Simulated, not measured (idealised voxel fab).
The process module that follows is named voxel capacitor over wiring.
Shown is cross-section cut, with a width of 240 nm and square cells of size 5 nm.
Cross-section = grid of square cells, listed top down in bands; band = one or more rows.
Each band's line starts with the height of the band's top and of its bottom, in nm. Then come its materials from left to right, each with its width in nm. One material with "throughout" fills the band from edge to edge. "empty" is empty space.
Height 0 is the level under which the wafer as received is all one material. The lowest band goes on downwards, as in "0 and below".
Quick explanation for "30..40": the width changes in equal steps down the rows of cells, from the first number in the band's top row to the second number in its bottom row.
When a step is marked "nothing different", none of the cells in the cross-section changed during that step.
"Unvented internal voids" means: voids of 8 cells or more that are shut off from the top with no open way through. Written width x height at distance, distance from the left edge, in nm.
That trailing text on a step's line, after the settings, is the simulator's own remark on the step.
The optional step-line setting "overlay nm" applies to steps with a mask and quantifies how far to the right of its planned location the mask lay, a negative value indicating leftward placement.

Plan
step 1: RECEIVE: material Si
step 2: CONFORMAL_DEP: material SiO2, thk nm 15
step 3: DIRECTIONAL_DEP: material TiN, thk nm 5
step 4: DIRECTIONAL_DEP: material W, thk nm 15
step 5: MASKED_ETCH: tone cover, mask id METAL_1, width nm 30, pitch nm 90, etch materials W, depth nm 15, overlay nm 0
step 6: MASKED_ETCH: tone cover, mask id METAL_1, width nm 30, pitch nm 90, etch materials TiN, depth nm 5, overlay nm 0
step 7: FILL_DEP: material SiO2, thk nm 5
step 8: CMP: height nm 35
step 9: CONFORMAL_DEP: material SiCN, thk nm 5
step 10: DIRECTIONAL_DEP: material SiO2, thk nm 20
step 11: DIRECTIONAL_DEP: material aC, thk nm 10
step 12: PATTERN: tone open, mask id PLUG_1, material resist, width nm 15, thk nm 30, overlay nm 0
step 13: DIRECTIONAL_ETCH: etch materials aC, depth nm 10
step 14: STRIP: etch materials resist
step 15: DIRECTIONAL_ETCH: etch materials SiO2, depth nm 20
step 16: DIRECTIONAL_ETCH: etch materials SiCN, depth nm 5
step 17: STRIP: etch materials aC
step 18: EPI: material Ru, thk nm 10
step 19: EPI: material Ru, thk nm 10
step 20: EPI: material Ru, thk nm 5
step 21: DIRECTIONAL_DEP: material TiN, thk nm 5
step 22: DIRECTIONAL_DEP: material SiN, thk nm 5
step 23: DIRECTIONAL_DEP: material TiN, thk nm 5
step 24: MASKED_ETCH: tone cover, mask id UPPER_PLATE, width nm 65, etch materials TiN, depth nm 5, overlay nm 0
step 25: MASKED_ETCH: tone cover, mask id UPPER_PLATE, width nm 65, etch materials SiN, depth nm 5, overlay nm 0
step 26: MASKED_ETCH: tone cover, mask id LOWER_PLATE, width nm 75, etch materials TiN, depth nm 5, overlay nm 0
step 27: FILL_DEP: material SiO2, thk nm 20
step 28: CMP: height nm 90
step 29: DIRECTIONAL_DEP: material aC, thk nm 10
step 30: PATTERN: tone open, mask id PLUG_2, material resist, width nm 15, thk nm 30, overlay nm 0
step 31: DIRECTIONAL_ETCH: etch materials aC, depth nm 10
step 32: STRIP: etch materials resist
step 33: DIRECTIONAL_ETCH: etch materials SiO2, depth nm 15
step 34: STRIP: etch materials aC
step 35: CONFORMAL_DEP: material TiN, thk nm 5
step 36: FILL_DEP: material W, thk nm 5
step 37: CMP: height nm 90
step 38: CONFORMAL_DEP: material SiCN, thk nm 5

Here's what the wafer looked like in cross-section when it arrived - that's after step 1
  0 and below | Si throughout
  Unvented internal voids: none

As-planned run: cross-section of the first of two wafers at end of module
  95 down to 90 | SiCN throughout
  90 down to 80 | SiO2 (85)  TiN (5)  W (5)  TiN (5)  SiO2 (140)
  80 down to 70 | SiO2 (85..75)  TiN (15..65)  SiO2 (140..100)
  70 down to 65 | SiO2 (75)  SiN (65)  SiO2 (100)
  65 down to 60 | SiO2 (70)  TiN (75)  SiO2 (95)
  60 down to 40 | SiO2 (75)  Ru (15)  SiO2 (150)
  40 down to 35 | SiCN (75)  Ru (15)  SiCN (150)
  35 down to 20 | SiO2 (60)  W (30)  SiO2 (60)  W (30)  SiO2 (60)
  20 down to 15 | SiO2 (60)  TiN (30)  SiO2 (60)  TiN (30)  SiO2 (60)
  15 down to 0 | SiO2 throughout
  0 and below | Si throughout
  Unvented internal voids: none

Second wafer cross-section at end of module - shared start and plan with the first, one mistake in the run
  95 down to 90 | SiCN throughout
  90 down to 80 | SiO2 (85)  TiN (5)  W (5)  TiN (5)  SiO2 (140)
  80 down to 70 | SiO2 (85..75)  TiN (15..65)  SiO2 (140..100)
  70 down to 65 | SiO2 (75)  SiN (65)  SiO2 (100)
  65 down to 60 | SiO2 (70)  TiN (75)  SiO2 (95)
  60 down to 40 | SiO2 (75)  Ru (15)  SiO2 (150)
  40 down to 35 | SiCN (75)  Ru (15)  SiCN (150)
  35 down to 25 | SiO2 (60)  W (30)  SiO2 (60)  W (30)  SiO2 (60)
  25 down to 20 | SiO2 (60)  TiN (30)  SiO2 (60)  TiN (30)  SiO2 (60)
  20 down to 0 | SiO2 throughout
  0 and below | Si throughout
  Unvented internal voids: none
what went wrong: it should be noted that step 2 was executed with settings other than those planned, the operation and settings actually applied being CONFORMAL_DEP: material SiO2, thk nm 20
The final cell counts differ between the wafers, with the second having more or fewer of some materials than the first: +12 SiO2; -12 W
